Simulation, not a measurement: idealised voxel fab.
This is a process module. Its name is voxel ribs on slabs.
Pictured: cross-section cut, 180 nm wide, on a grid of 5 nm square cells.
Each cross-section below is a grid of square cells, stated as bands in top-down order, with one or more rows of cells making up each band.
Band: top and bottom heights (nm) first, top before bottom; then materials from left to right, widths in nm. "full width" marks a sole material filling the band edge to edge. "air" denotes empty space.
Ref level 0: as-received wafer is one material below here. Bottom band extends down with no lower bound ("top 0, no bottom").
Note: "30->40" means the width goes from the first number (top row of the band) to the second number (bottom row) in equal steps per row of cells.
"remained the same" -> step changed no cross-section cell.
Entry "Voids lacking openings" = empty spaces >= 8 cells with no open way to the top; each as width x height at distance, distance from left edge, all nm.
after a step's settings: what the simulator itself notes on the step
On any step carrying a mask, the "overlay nm" setting, if present on the step's line, tells how far right of its planned place the mask lay; negative values point to the left.
-- List of planned process steps
- 1: RECEIVE | material Si
- 2: DIRECTIONAL_DEP | material SiO2 | thk nm 20
- 3: DIRECTIONAL_DEP | material SiN | thk nm 15
- 4: DIRECTIONAL_DEP | material aC | thk nm 15
- 5: PATTERN | tone cover | mask id RIB | material resist | width nm 20 | thk nm 35 | overlay nm 0
- 6: DIRECTIONAL_ETCH | etch materials aC | depth nm 15
- 7: STRIP | etch materials resist
- 8: DIRECTIONAL_ETCH | etch materials SiN | depth nm 5
- 9: STRIP | etch materials aC
- 10: DIRECTIONAL_DEP | material aC | thk nm 10
- 11: PATTERN | tone cover | mask id SLAB | material resist | width nm 60 | thk nm 30 | overlay nm 0
- 12: DIRECTIONAL_ETCH | etch materials aC | depth nm 10
- 13: STRIP | etch materials resist
- 14: DIRECTIONAL_ETCH | etch materials SiN | depth nm 10
- 15: STRIP | etch materials aC
- 16: FILL_DEP | material SiO2 | thk nm 20
- 17: CMP | height nm 50
- 18: DIRECTIONAL_DEP | material TiN | thk nm 10
- 19: DIRECTIONAL_DEP | material aC | thk nm 15
- 20: PATTERN | tone cover | mask id HEATER | material resist | width nm 30 | thk nm 35 | overlay nm 0
- 21: DIRECTIONAL_ETCH | etch materials aC | depth nm 15
- 22: STRIP | etch materials resist
- 23: DIRECTIONAL_ETCH | etch materials TiN | depth nm 10
- 24: STRIP | etch materials aC
- 25: CONFORMAL_DEP | material SiO2 | thk nm 10
-- Of two wafers, the first: run according to plan
-- Cross-section of the wafer at receipt, which is the condition after step 1
- top 0, no bottom = Si full width
- Voids lacking openings: none
-- Wafer after step 2 (cross-section)
- top 20, bottom 0 = SiO2 full width
- Below 0, the layers are the same as they were.
-- Wafer after step 3 (cross-section)
- top 35, bottom 20 = SiN full width
- Below 20, the layers are the same as they were.
-- Wafer after step 4 (cross-section)
- top 50, bottom 35 = aC full width
- Below 35, the layers are the same as they were.
-- Wafer after step 5 (cross-section)
- top 85, bottom 50 = air 80, resist 20, air 80
- Below 50, the layers are the same as they were.
-- Wafer after step 6 (cross-section)
- top 70, bottom 50 = air 80, resist 20, air 80
- top 50, bottom 35 = air 80, aC 20, air 80
- Below 35, the layers are the same as they were.
-- Wafer after step 7 (cross-section)
- top 50, bottom 35 = air 80, aC 20, air 80
- Below 35, the layers are the same as they were.
-- Wafer after step 8 (cross-section)
- top 50, bottom 35 = air 80, aC 20, air 80
- top 35, bottom 30 = air 80, SiN 20, air 80
- Below 30, the layers are the same as they were.
-- Wafer after step 9 (cross-section)
- top 35, bottom 30 = air 80, SiN 20, air 80
- Below 30, the layers are the same as they were.
-- Wafer after step 10 (cross-section)
- top 45, bottom 40 = air 80, aC 20, air 80
- top 40, bottom 35 = aC full width
- top 35, bottom 30 = aC 80, SiN 20, aC 80
- Below 30, the layers are the same as they were.
-- Wafer after step 11 (cross-section)
- top 75, bottom 45 = air 60, resist 60, air 60
- top 45, bottom 40 = air 60, resist 20, aC 20, resist 20, air 60
- Below 40, the layers are the same as they were.
-- Wafer after step 12 (cross-section)
- top 65, bottom 45 = air 60, resist 60, air 60
- top 45, bottom 40 = air 60, resist 20, aC 20, resist 20, air 60
- top 40, bottom 35 = air 60, aC 60, air 60
- top 35, bottom 30 = air 60, aC 20, SiN 20, aC 20, air 60
- Below 30, the layers are the same as they were.
-- Wafer after step 13 (cross-section)
- top 45, bottom 35 = air 80->60, aC 20->60, air 80->60
- Below 35, the layers are the same as they were.
-- Wafer after step 14 (cross-section)
- top 45, bottom 35 = air 80->60, aC 20->60, air 80->60
- top 35, bottom 30 = air 60, aC 20, SiN 20, aC 20, air 60
- top 30, bottom 20 = air 60, SiN 60, air 60
- Below 20, the layers are the same as they were.
-- Wafer after step 15 (cross-section)
- top 35, bottom 30 = air 80, SiN 20, air 80
- Below 30, the layers are the same as they were.
-- Wafer after step 16 (cross-section)
- top 55, bottom 35 = SiO2 full width
- top 35, bottom 30 = SiO2 80, SiN 20, SiO2 80
- top 30, bottom 20 = SiO2 60, SiN 60, SiO2 60
- Below 20, the layers are the same as they were.
-- Wafer after step 17 (cross-section)
- top 50, bottom 35 = SiO2 full width
- Below 35, the layers are the same as they were.
-- Wafer after step 18 (cross-section)
- top 60, bottom 50 = TiN full width
- Below 50, the layers are the same as they were.
-- Wafer after step 19 (cross-section)
- top 75, bottom 60 = aC full width
- Below 60, the layers are the same as they were.
-- Wafer after step 20 (cross-section)
- top 110, bottom 75 = air 75, resist 30, air 75
- Below 75, the layers are the same as they were.
-- Wafer after step 21 (cross-section)
- top 95, bottom 75 = air 75, resist 30, air 75
- top 75, bottom 60 = air 75, aC 30, air 75
- Below 60, the layers are the same as they were.
-- Wafer after step 22 (cross-section)
- top 75, bottom 60 = air 75, aC 30, air 75
- Below 60, the layers are the same as they were.
-- Wafer after step 23 (cross-section)
- top 75, bottom 60 = air 75, aC 30, air 75
- top 60, bottom 50 = air 75, TiN 30, air 75
- Below 50, the layers are the same as they were.
-- Wafer after step 24 (cross-section)
- top 60, bottom 50 = air 75, TiN 30, air 75
- Below 50, the layers are the same as they were.
-- Wafer after step 25 (cross-section)
- top 70, bottom 60 = air 65, SiO2 50, air 65
- top 60, bottom 50 = SiO2 75, TiN 30, SiO2 75
- Below 50, the layers are the same as they were.
-- The remaining wafer, second of the two, started like the first and was run to the same plan, except that one mistake was made along the way; the two coincide through step 24, inclusive
Second wafer at the planned finish of step 25, seen in cross-section: remained the same
The plan and the run diverged here: it should be noted that step 25 of the plan was omitted and was not performed
Cell-count delta at end, second wafer over first, by material: 80 fewer of SiO2
